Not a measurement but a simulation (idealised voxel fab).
You're looking at the process module voxel self aligned contacts.
The figure presents cross-section cut, which has a width of 260 nm and is divided into square cells with an edge length of 5 nm.
Cross-section layout: square cells on a grid; listed as bands, top to bottom; a band spans one or more cell rows.
For a band, the entry starts with two heights in nm, that of the top and then that of the bottom, and carries on with the band's materials in order from left to right, each alongside its width in nm; the word "everywhere" beside a single material means it fills the band edge to edge, and "air" means empty space.
Heights are reckoned from 0. Under this level, the received wafer is all of one material. The bottommost band is open-ended downward, for example "0 and below".
With a width like "30 to 40", each row of cells in the band differs from the next by the same amount, the top row carrying the first number and the bottom row the second.
"no modification" -> step changed no cross-section cell.
For the entry "Sealed voids", the listed items are empty spaces with no open way to the top whose size is 8 cells or more; each item follows the pattern width x height at distance, where distance is from the left edge and all three are in nm.
Note: text after step settings on the step line = simulator remark on that step.
What "overlay nm" on a step's line means: if the step has a mask, that mask lay this far to the right of its planned place, or, when the value is negative, to the left.

HERE'S WHAT THE PLANNED PROCESS STEPS LOOK LIKE
1. RECEIVE, material Si
2. CONFORMAL_DEP, material SiO2, thk nm 5
3. DIRECTIONAL_DEP, material polySi, thk nm 25
4. DIRECTIONAL_DEP, material SiN, thk nm 25
5. PATTERN, tone cover, mask id GATE, material resist, width nm 15, pitch nm 70, thk nm 20, overlay nm 0
6. DIRECTIONAL_ETCH, etch materials SiN, depth nm 25
7. DIRECTIONAL_ETCH, etch materials polySi, depth nm 25
8. STRIP, etch materials resist
9. CONFORMAL_DEP, material SiN, thk nm 10
10. DIRECTIONAL_ETCH, etch materials SiN, depth nm 10
11. FILL_DEP, material SiO2, thk nm 20
12. CMP, height nm 65
13. MASKED_ETCH, tone open, mask id CONTACT, width nm 55, etch materials SiO2, depth nm 65, overlay nm 0
14. CONFORMAL_DEP, material TiN, thk nm 5
15. FILL_DEP, material Ru, thk nm 5
16. CMP, height nm 65
17. CONFORMAL_DEP, material SiN, thk nm 5
varied across the wafers: width nm of step 5. The plan shows the first wafer's value. All wafers start alike

SO THIS IS THE FIRST OF SEVERAL WAFERS, CROSS-SECTIONED AS IT CAME TO US, MEANING IT'S AT THE END OF STEP 1
- 0 and below = Si everywhere
- Sealed voids: none

THE ROWS OF THE TABLE BELOW ARE WAFERS. LOOKING AT THE END OF THE MODULE, A ROW COUNTS, FOR EVERY MATERIAL, THE CELLS THE WAFER HAS GAINED, SHOWN AS (+), OR LOST, SHOWN AS (-), SINCE IT WAS RECEIVED; ITS CLOSED VOIDS COME NEXT
width nm 15, +64 Ru, +162 SiN, +437 SiO2, +35 TiN, +30 polySi, Sealed voids: none
width nm 20, +53 Ru, +172 SiN, +428 SiO2, +35 TiN, +40 polySi, Sealed voids: none
width nm 25, +42 Ru, +182 SiN, +419 SiO2, +35 TiN, +50 polySi, Sealed voids: none
width nm 30, +31 Ru, +192 SiN, +410 SiO2, +35 TiN, +60 polySi, Sealed voids: none
width nm 35, +20 Ru, +202 SiN, +401 SiO2, +35 TiN, +70 polySi, Sealed voids: none
width nm 40, +9 Ru, +212 SiN, +392 SiO2, +35 TiN, +80 polySi, Sealed voids: none
